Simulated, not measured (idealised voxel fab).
process module | voxel spacer lines
cross-section cut | 215 nm wide | cells 5 nm
A cross-section is a grid of square cells, given in bands from the top down. A band is one or more rows of cells.
Each band's line starts with the height of the band's top and of its bottom, in nm. Then come its materials from left to right, each with its width in nm. One material with "throughout" fills the band from edge to edge. "air" is empty space.
Height 0 is the level under which the wafer as received is all one material. The lowest band goes on downwards, as in "0 down".
A width such as "30 to 40" changes by the same amount from each row of cells to the next, from the band's top row to its bottom row.
"no change" after a step means that no cell of the cross-section changed.
closed voids: empty space of 8 cells or more with no open way to the top, each as width x height at its distance from the left edge, in nm
after a step's settings: what the simulator itself notes on the step
overlay nm, on a step with a mask: how far to the right of its planned place the mask lay; to the left if negative
plan
1 op RECEIVE | material Si
2 op CONFORMAL_DEP | material Al2O3 | thk nm 10
3 op DIRECTIONAL_DEP | material SiN | thk nm 15
4 op DIRECTIONAL_DEP | material polySi | thk nm 30
5 op PATTERN | tone cover | mask id MANDREL | material resist | width nm 20 | pitch nm 60 | thk nm 35 | overlay nm 0
6 op DIRECTIONAL_ETCH | etch materials polySi | depth nm 30
7 op STRIP | etch materials resist
8 op CONFORMAL_DEP | material SiO2 | thk nm 10
9 op DIRECTIONAL_ETCH | etch materials SiO2 | depth nm 10
10 op STRIP | etch materials polySi
11 op DIRECTIONAL_ETCH | etch materials SiN | depth nm 15
12 op STRIP | etch materials SiO2
first wafer, as planned
as received, after step 1
  0 down: Si throughout
  closed voids: none
after step 2
  10 to 0: Al2O3 throughout
  below 0: unchanged
after step 3
  25 to 10: SiN throughout
  below 10: unchanged
after step 4
  55 to 25: polySi throughout
  below 25: unchanged
after step 5
  90 to 55: air 65 | resist 20 | air 40 | resist 20 | air 70
  below 55: unchanged
after step 6
  90 to 55: air 65 | resist 20 | air 40 | resist 20 | air 70
  55 to 25: air 65 | polySi 20 | air 40 | polySi 20 | air 70
  below 25: unchanged
after step 7
  55 to 25: air 65 | polySi 20 | air 40 | polySi 20 | air 70
  below 25: unchanged
after step 8
  65 to 55: air 55 | SiO2 40 | air 20 | SiO2 40 | air 60
  55 to 35: air 55 | SiO2 10 | polySi 20 | SiO2 10 | air 20 | SiO2 10 | polySi 20 | SiO2 10 | air 60
  35 to 25: SiO2 65 | polySi 20 | SiO2 40 | polySi 20 | SiO2 70
  below 25: unchanged
after step 9
  55 to 25: air 55 | SiO2 10 | polySi 20 | SiO2 10 | air 20 | SiO2 10 | polySi 20 | SiO2 10 | air 60
  below 25: unchanged
after step 10
  55 to 25: air 55 | SiO2 10 | air 20 | SiO2 10 | air 20 | SiO2 10 | air 20 | SiO2 10 | air 60
  below 25: unchanged
after step 11
  55 to 25: air 55 | SiO2 10 | air 20 | SiO2 10 | air 20 | SiO2 10 | air 20 | SiO2 10 | air 60
  25 to 10: air 55 | SiN 10 | air 20 | SiN 10 | air 20 | SiN 10 | air 20 | SiN 10 | air 60
  below 10: unchanged
after step 12
  25 to 10: air 55 | SiN 10 | air 20 | SiN 10 | air 20 | SiN 10 | air 20 | SiN 10 | air 60
  below 10: unchanged
second wafer: like start, like plan, one mistake. Through step 1 it matches the first wafer
when step 2 should have ended
  10 to 0: polySi throughout
  below 0: unchanged
when step 3 should have ended
  25 to 10: SiN throughout
  below 10: unchanged
when step 4 should have ended
  55 to 25: polySi throughout
  below 25: unchanged
when step 5 should have ended
  90 to 55: air 65 | resist 20 | air 40 | resist 20 | air 70
  below 55: unchanged
when step 6 should have ended
  90 to 55: air 65 | resist 20 | air 40 | resist 20 | air 70
  55 to 25: air 65 | polySi 20 | air 40 | polySi 20 | air 70
  below 25: unchanged
when step 7 should have ended
  55 to 25: air 65 | polySi 20 | air 40 | polySi 20 | air 70
  below 25: unchanged
when step 8 should have ended
  65 to 55: air 55 | SiO2 40 | air 20 | SiO2 40 | air 60
  55 to 35: air 55 | SiO2 10 | polySi 20 | SiO2 10 | air 20 | SiO2 10 | polySi 20 | SiO2 10 | air 60
  35 to 25: SiO2 65 | polySi 20 | SiO2 40 | polySi 20 | SiO2 70
  below 25: unchanged
when step 9 should have ended
  55 to 25: air 55 | SiO2 10 | polySi 20 | SiO2 10 | air 20 | SiO2 10 | polySi 20 | SiO2 10 | air 60
  below 25: unchanged
when step 10 should have ended
  55 to 25: air 55 | SiO2 10 | air 20 | SiO2 10 | air 20 | SiO2 10 | air 20 | SiO2 10 | air 60
  below 25: unchanged
when step 11 should have ended
  55 to 25: air 55 | SiO2 10 | air 20 | SiO2 10 | air 20 | SiO2 10 | air 20 | SiO2 10 | air 60
  25 to 10: air 55 | SiN 10 | air 20 | SiN 10 | air 20 | SiN 10 | air 20 | SiN 10 | air 60
  below 10: unchanged
when step 12 should have ended
  25 to 10: air 55 | SiN 10 | air 20 | SiN 10 | air 20 | SiN 10 | air 20 | SiN 10 | air 60
  below 10: unchanged
what went wrong: step 2 ran as: op CONFORMAL_DEP | material polySi | thk nm 10
at the end the second wafer has, in cells: 86 fewer of Al2O3 | 86 more of polySi
